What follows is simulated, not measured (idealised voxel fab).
Process module, titled voxel transistor to metal
Square cell edge 5 nm, section width 140 nm, ID cut.
Notation: cross-section as square-cell grid; stated in bands, top first, going down; one or more cell rows per band. Per band: top height and bottom height in nm, followed by the left-to-right materials and their widths in nm; "edge to edge" marks a single material spanning edge to edge, "blank" marks empty space. A quick word on heights: they are counted from 0, and under that level the wafer as it came to us is one material throughout. The lowest band is different from the rest in having no bottom; it simply continues downward, written as in "0 -> down". With a width like "30..40", each row of cells in the band differs from the next by the same amount, the top row carrying the first number and the bottom row the second. No cell of the cross-section changed in a step that is given as "no alterations made". Reported under the label "Closed empty spaces" are the empty spaces having no open way to the top and comprising 8 cells or more; the notation for each is width x height at distance, in which the distance is measured from the left edge and all three values are in nm. On each step's line, the part that comes after the settings is the simulator's own comment on the step. Steps that use a mask can have "overlay nm" on their line. It says how far the mask sat to the right of where it was meant to be. Negative means to the left.
**The steps planned for the process are as follows**
1,RECEIVE,material Si
2,OXIDIZE,depth nm 5
3,CONFORMAL_DEP,material SiN,thk nm 10
4,PATTERN,tone cover,mask id ACTIVE,material resist,width nm 105,thk nm 15,overlay nm 0
5,DIRECTIONAL_ETCH,etch materials SiN,depth nm 10
6,DIRECTIONAL_ETCH,etch materials SiO2,depth nm 5
7,DIRECTIONAL_ETCH,etch materials Si,depth nm 25
8,STRIP,etch materials resist
9,OXIDIZE,depth nm 5
10,FILL_DEP,material SiO2,thk nm 5
11,CMP,height nm 10
12,SELECTIVE_ETCH,etch materials SiO2,depth nm 10
13,STRIP,etch materials SiN
14,SELECTIVE_ETCH,etch materials SiO2,depth nm 5
15,OXIDIZE,depth nm 5
16,DIRECTIONAL_DEP,material polySi,thk nm 25
17,DIRECTIONAL_DEP,material SiCN,thk nm 15
18,PATTERN,tone cover,mask id GATE,material resist,width nm 15,thk nm 20,overlay nm 0
19,DIRECTIONAL_ETCH,etch materials SiCN,depth nm 25
20,DIRECTIONAL_ETCH,etch materials polySi,depth nm 35
21,STRIP,etch materials resist
22,CONFORMAL_DEP,material SiO2,thk nm 5
23,DIRECTIONAL_ETCH,etch materials SiO2,depth nm 5
24,CONFORMAL_DEP,material SiN,thk nm 5
25,DIRECTIONAL_ETCH,etch materials SiN,depth nm 5
26,DIRECTIONAL_ETCH,etch materials SiO2,depth nm 5
27,DIRECTIONAL_ETCH,etch materials Si,depth nm 10
28,EPI,material SiGe,thk nm 10
29,FILL_DEP,material SiO2,thk nm 10
30,CMP,height nm 35
31,DIRECTIONAL_DEP,material SiO2,thk nm 15
32,MASKED_ETCH,tone open,mask id CONTACT,width nm 20,pitch nm 75,etch materials SiO2,depth nm 60,overlay nm 0
33,CONFORMAL_DEP,material TiN,thk nm 5
34,FILL_DEP,material W,thk nm 5
35,CMP,height nm 50
36,CONFORMAL_DEP,material SiN,thk nm 5
37,DIRECTIONAL_DEP,material SiO2,thk nm 25
38,MASKED_ETCH,tone open,mask id METAL_1,width nm 20,pitch nm 75,etch materials SiO2,depth nm 25,overlay nm 0
39,MASKED_ETCH,tone open,mask id METAL_1,width nm 20,pitch nm 75,etch materials SiN,depth nm 5,overlay nm 0
40,CONFORMAL_DEP,material TiN,thk nm 5
41,FILL_DEP,material Cu,thk nm 10
42,CMP,height nm 80
43,CONFORMAL_DEP,material SiCN,thk nm 5
44,DIRECTIONAL_DEP,material SiO2,thk nm 35
45,MASKED_ETCH,tone open,mask id METAL_2_HOLES,width nm 15,pitch nm 75,etch materials SiO2,depth nm 35,overlay nm 0
46,DIRECTIONAL_DEP,material aC,thk nm 15
47,PATTERN,tone open,mask id METAL_2,material resist,width nm 20,pitch nm 75,thk nm 35,overlay nm 0
48,DIRECTIONAL_ETCH,etch materials aC,depth nm 15
49,STRIP,etch materials resist
50,DIRECTIONAL_ETCH,etch materials SiO2,depth nm 20
51,DIRECTIONAL_ETCH,etch materials SiCN,depth nm 5
52,STRIP,etch materials aC
53,CONFORMAL_DEP,material TiN,thk nm 5
54,FILL_DEP,material Ru,thk nm 10
55,CMP,height nm 120
56,CONFORMAL_DEP,material SiN,thk nm 5
**Wafer as received: cross-section following step 1**
  0 -> down | Si edge to edge
  Closed empty spaces: none
**The first of two wafers, cross-sectioned at the end of the module, with the run proceeding as planned**
  125 -> 120 | SiN edge to edge
  120 -> 105 | SiO2 (20); TiN (5); Ru (10); TiN (5); SiO2 (55); TiN (5); Ru (10); TiN (5); SiO2 (25)
  105 -> 100 | SiO2 (20); TiN (5); Ru (5); TiN (10); SiO2 (55); TiN (5); Ru (5); TiN (10); SiO2 (25)
  100 -> 85 | SiO2 (20); TiN (5); Ru (5); TiN (5); SiO2 (60); TiN (5); Ru (5); TiN (5); SiO2 (30)
  85 -> 80 | SiCN (20); TiN (15); SiCN (60); TiN (15); SiCN (30)
  80 -> 55 | SiO2 (20); TiN (5); Cu (10); TiN (5); SiO2 (55); TiN (5); Cu (10); TiN (5); SiO2 (25)
  55 -> 50 | SiN (20); TiN (20); SiN (55); TiN (20); SiN (25)
  50 -> 35 | SiO2 (20); TiN (5); W (10); TiN (5); SiO2 (55); TiN (5); W (10); TiN (5); SiO2 (25)
  35 -> 20 | SiO2 (20); TiN (5); W (10); TiN (5); SiO2 (10); SiN (5); SiO2 (5); SiCN (15); SiO2 (5); SiN (5); SiO2 (10); TiN (5); W (10); TiN (5); SiO2 (25)
  20 -> 0 | SiO2 (20); TiN (5); W (10); TiN (5); SiO2 (10); SiN (5); SiO2 (5); polySi (15); SiO2 (5); SiN (5); SiO2 (10); TiN (5); W (10); TiN (5); SiO2 (25)
  0 -> -5 | SiO2 (20); TiN (5); W (10); TiN (5); SiGe (10); SiN (5); SiO2 (5); polySi (15); SiO2 (5); SiN (5); SiGe (10); TiN (5); W (10); TiN (5); SiO2 (25)
  -5 -> -10 | SiO2 (20); TiN (20); SiGe (10); SiO2 (35); SiGe (10); TiN (20); SiO2 (25)
  -10 -> -20 | SiO2 (20); SiGe (30); Si (35); SiGe (30); SiO2 (25)
  -20 -> -35 | SiO2 (20); Si (95); SiO2 (25)
  -35 -> down | Si edge to edge
  Closed empty spaces: none
**Second of two wafers, module complete, sectioned: it shares the first wafer's start and plan but was run with one mistake**
  125 -> 120 | SiN edge to edge
  120 -> 105 | SiO2 (20); TiN (5); Ru (10); TiN (5); SiO2 (55); TiN (5); Ru (10); TiN (5); SiO2 (25)
  105 -> 100 | SiO2 (20); TiN (5); Ru (5); TiN (10); SiO2 (55); TiN (5); Ru (5); TiN (10); SiO2 (25)
  100 -> 85 | SiO2 (20); TiN (5); Ru (5); TiN (5); SiO2 (60); TiN (5); Ru (5); TiN (5); SiO2 (30)
  85 -> 80 | SiCN (20); TiN (15); SiCN (60); TiN (15); SiCN (30)
  80 -> 55 | SiO2 (25); TiN (5); Cu (5); TiN (5); SiO2 (60); TiN (5); Cu (5); TiN (5); SiO2 (25)
  55 -> 50 | SiN (25); TiN (15); SiN (60); TiN (15); SiN (25)
  50 -> 35 | SiO2 (20); TiN (5); W (10); TiN (5); SiO2 (55); TiN (5); W (10); TiN (5); SiO2 (25)
  35 -> 20 | SiO2 (20); TiN (5); W (10); TiN (5); SiO2 (10); SiN (5); SiO2 (5); SiCN (15); SiO2 (5); SiN (5); SiO2 (10); TiN (5); W (10); TiN (5); SiO2 (25)
  20 -> 0 | SiO2 (20); TiN (5); W (10); TiN (5); SiO2 (10); SiN (5); SiO2 (5); polySi (15); SiO2 (5); SiN (5); SiO2 (10); TiN (5); W (10); TiN (5); SiO2 (25)
  0 -> -5 | SiO2 (20); TiN (5); W (10); TiN (5); SiGe (10); SiN (5); SiO2 (5); polySi (15); SiO2 (5); SiN (5); SiGe (10); TiN (5); W (10); TiN (5); SiO2 (25)
  -5 -> -10 | SiO2 (20); TiN (20); SiGe (10); SiO2 (35); SiGe (10); TiN (20); SiO2 (25)
  -10 -> -20 | SiO2 (20); SiGe (30); Si (35); SiGe (30); SiO2 (25)
  -20 -> -35 | SiO2 (20); Si (95); SiO2 (25)
  -35 -> down | Si edge to edge
  Closed empty spaces: none
What broke from the plan during processing? rather than as planned, step 38 actually ran as MASKED_ETCH,tone open,mask id METAL_1,width nm 15,pitch nm 75,etch materials SiO2,depth nm 25,overlay nm 0
FYI, end of process, the second wafer has more or fewer cells of some materials than the first: Cu -10, SiN +2, SiO2 +10, TiN -2
